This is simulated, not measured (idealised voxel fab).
Process module name: voxel self aligned vias
cross-section cut | 215 nm wide | cells 5 nm
Format of a cross-section: grid, square cells. Given as bands. Order: top down. Band: one or more rows of cells. A band entry consists of two parts. The first gives the height of the band's top and the height of its bottom, in nm. The rest lists the band's materials from left to right, each with its width in nm. A single material labelled with the word "everywhere" fills the band from edge to edge, and the word "empty" marks empty space. Heights are measured from 0, the level below which the as-received wafer is all one material; the lowest band has no bottom and continues downward, written as in "0 and below". When a width is written as two numbers, as in "30..40", the first number is the width in the top row of cells of the band and the second is the width in its bottom row, and the width changes by the same amount from each row to the next. Reading "remained unchanged" for a step: not a cell of the cross-section changed in it. Closed-off voids of 8+ cells (no open route to the top) go in "Internal closed voids", written width x height at distance from the left edge, in nm. Step line, after settings: the simulator's comment on this step. "overlay nm" on a masked step: distance the mask lay right of its planned place, negative for left.

## Listed below are the process steps as planned
1. RECEIVE,material Si
2. CONFORMAL_DEP,material SiO2,thk nm 10
3. CONFORMAL_DEP,material SiCN,thk nm 5
4. DIRECTIONAL_DEP,material lowk,thk nm 20
5. DIRECTIONAL_DEP,material aC,thk nm 15
6. PATTERN,tone open,mask id LINES,material resist,width nm 30,pitch nm 75,thk nm 35,overlay nm 0
7. DIRECTIONAL_ETCH,etch materials aC,depth nm 15
8. STRIP,etch materials resist
9. DIRECTIONAL_ETCH,etch materials lowk,depth nm 20
10. STRIP,etch materials aC
11. CONFORMAL_DEP,material TiN,thk nm 5
12. FILL_DEP,material Ru,thk nm 10
13. CMP,height nm 35
14. SELECTIVE_ETCH,etch materials W Ru TiN,depth nm 5
15. FILL_DEP,material SiN,thk nm 5
16. CMP,height nm 35
17. DIRECTIONAL_DEP,material lowk,thk nm 15
18. DIRECTIONAL_DEP,material aC,thk nm 15
19. PATTERN,tone open,mask id VIAS,material resist,width nm 50,pitch nm 75,thk nm 30,overlay nm 0
20. DIRECTIONAL_ETCH,etch materials aC,depth nm 15
21. STRIP,etch materials resist
22. DIRECTIONAL_ETCH,etch materials lowk,depth nm 15
23. DIRECTIONAL_ETCH,etch materials SiN,depth nm 5
24. STRIP,etch materials aC
25. CONFORMAL_DEP,material TiN,thk nm 5
26. FILL_DEP,material Ru,thk nm 5
27. CMP,height nm 50
28. CONFORMAL_DEP,material SiCN,thk nm 5

## Here's what the wafer looked like in cross-section when it arrived - that's after step 1
0 and below = Si everywhere
Internal closed voids: none

## Module complete - cross-section of the first of two wafers, run according to plan
55 down to 50 = SiCN everywhere
50 down to 40 = lowk (45); TiN (5); Ru (40); TiN (5); lowk (25); TiN (5); Ru (40); TiN (5); lowk (45)
40 down to 35 = lowk (45); TiN (15); Ru (20); TiN (15); lowk (25); TiN (15); Ru (20); TiN (15); lowk (45)
35 down to 30 = lowk (55); TiN (30); lowk (45); TiN (30); lowk (55)
30 down to 20 = lowk (55); TiN (5); Ru (20); TiN (5); lowk (45); TiN (5); Ru (20); TiN (5); lowk (55)
20 down to 15 = lowk (55); TiN (30); lowk (45); TiN (30); lowk (55)
15 down to 10 = SiCN everywhere
10 down to 0 = SiO2 everywhere
0 and below = Si everywhere
Internal closed voids: none

## Cross-sectional view of the second of two wafers upon completion of the module. This wafer shared its starting condition and process plan with the first; one error was made during its execution
60 down to 55 = SiCN everywhere
55 down to 50 = TiN (50); Ru (40); TiN (35); Ru (40); TiN (50)
50 down to 40 = lowk (45); TiN (5); Ru (40); TiN (5); lowk (25); TiN (5); Ru (40); TiN (5); lowk (45)
40 down to 35 = lowk (45); TiN (15); Ru (20); TiN (15); lowk (25); TiN (15); Ru (20); TiN (15); lowk (45)
35 down to 30 = lowk (55); TiN (30); lowk (45); TiN (30); lowk (55)
30 down to 20 = lowk (55); TiN (5); Ru (20); TiN (5); lowk (45); TiN (5); Ru (20); TiN (5); lowk (55)
20 down to 15 = lowk (55); TiN (30); lowk (45); TiN (30); lowk (55)
15 down to 10 = SiCN everywhere
10 down to 0 = SiO2 everywhere
0 and below = Si everywhere
Internal closed voids: none
Want to know what went wrong? rather than as planned, step 27 actually ran as CMP,height nm 55
Once processing is complete, comparing cell counts shows that the second wafer has more or fewer of certain materials than the first: Ru: 16 more, TiN: 27 more
